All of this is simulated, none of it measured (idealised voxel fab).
process module | voxel released beams
It is cross-section cut that appears here, measuring 185 nm in width, its square cells being 5 nm in size.
This document writes a cross-section as a grid whose cells are square, and gives it as bands, listed from the top down; one or more rows of cells form a band.
Within each band entry, the heights of the top and of the bottom of the band appear first, in that order and in nm; the materials of the band then follow from left to right, each with its corresponding width in nm. The designation "all across" on a single material indicates that it fills the band from edge to edge; the designation "air" indicates empty space.
Basically, 0 is our baseline, since under it the wafer straight out of the box is all one material. The bottom band has no lower end and keeps on going down, so it looks like "from 0 down".
Read "30..40" as a graded width: first number on top, second number at the bottom, same change between each pair of neighbouring rows.
"remained unchanged" -> step changed no cross-section cell.
If an empty space has no open way to the top and is at least 8 cells in size, "Encapsulated voids" lists it, written width x height at distance, where distance is measured from the left edge and every value is in nm.
What comes after the settings on a step's line is commentary from the simulator itself on that step.
When a step includes a mask, the "overlay nm" setting on its line states how far to the right of its planned place that mask lay, and negative values state how far to the left.

-- Set out below are the planned steps of the process
1 RECEIVE [material Si]
2 CONFORMAL_DEP [material SiN] [thk nm 5]
3 DIRECTIONAL_DEP [material SiO2] [thk nm 15]
4 MASKED_ETCH [tone open] [mask id ANCHOR] [width nm 30] [etch materials SiO2] [depth nm 15] [overlay nm 0]
5 CONFORMAL_DEP [material TiN] [thk nm 10]
6 PATTERN [tone cover] [mask id BEAM] [material resist] [width nm 105] [thk nm 20] [overlay nm 0]
7 DIRECTIONAL_ETCH [etch materials TiN] [depth nm 10]
8 STRIP [etch materials resist]
9 STRIP [etch materials SiO2]

-- Cross-section of the wafer upon arrival, representing the state reached after step 1
	from 0 down  Si all across
	Encapsulated voids: none

-- First of two wafers at the end of the module, shown in cross-section; run carried out as planned
	from 30 to 20  35 of air, then 15 of TiN, then 10 of air, then 80 of TiN, then 45 of air
	from 20 to 15  40 of air, then 10 of TiN, then 10 of air, then 10 of TiN, then 115 of air
	from 15 to 5  40 of air, then 30 of TiN, then 115 of air
	from 5 to 0  SiN all across
	from 0 down  Si all across
	Encapsulated voids: none

-- Second wafer cross-section at end of module - shared start and plan with the first, one mistake in the run
	from 30 to 20  35 of air, then 105 of TiN, then 45 of air
	from 20 to 15  SiN all across
	from 15 to 0  SiO2 all across
	from 0 down  Si all across
	Encapsulated voids: none
What was the processing mistake? so 2 and 3 got swapped relative to the plan, each ran where the other was supposed to
FYI, end of process, the second wafer has more or fewer cells of some materials than the first: SiO2: 111 more; TiN: 12 fewer
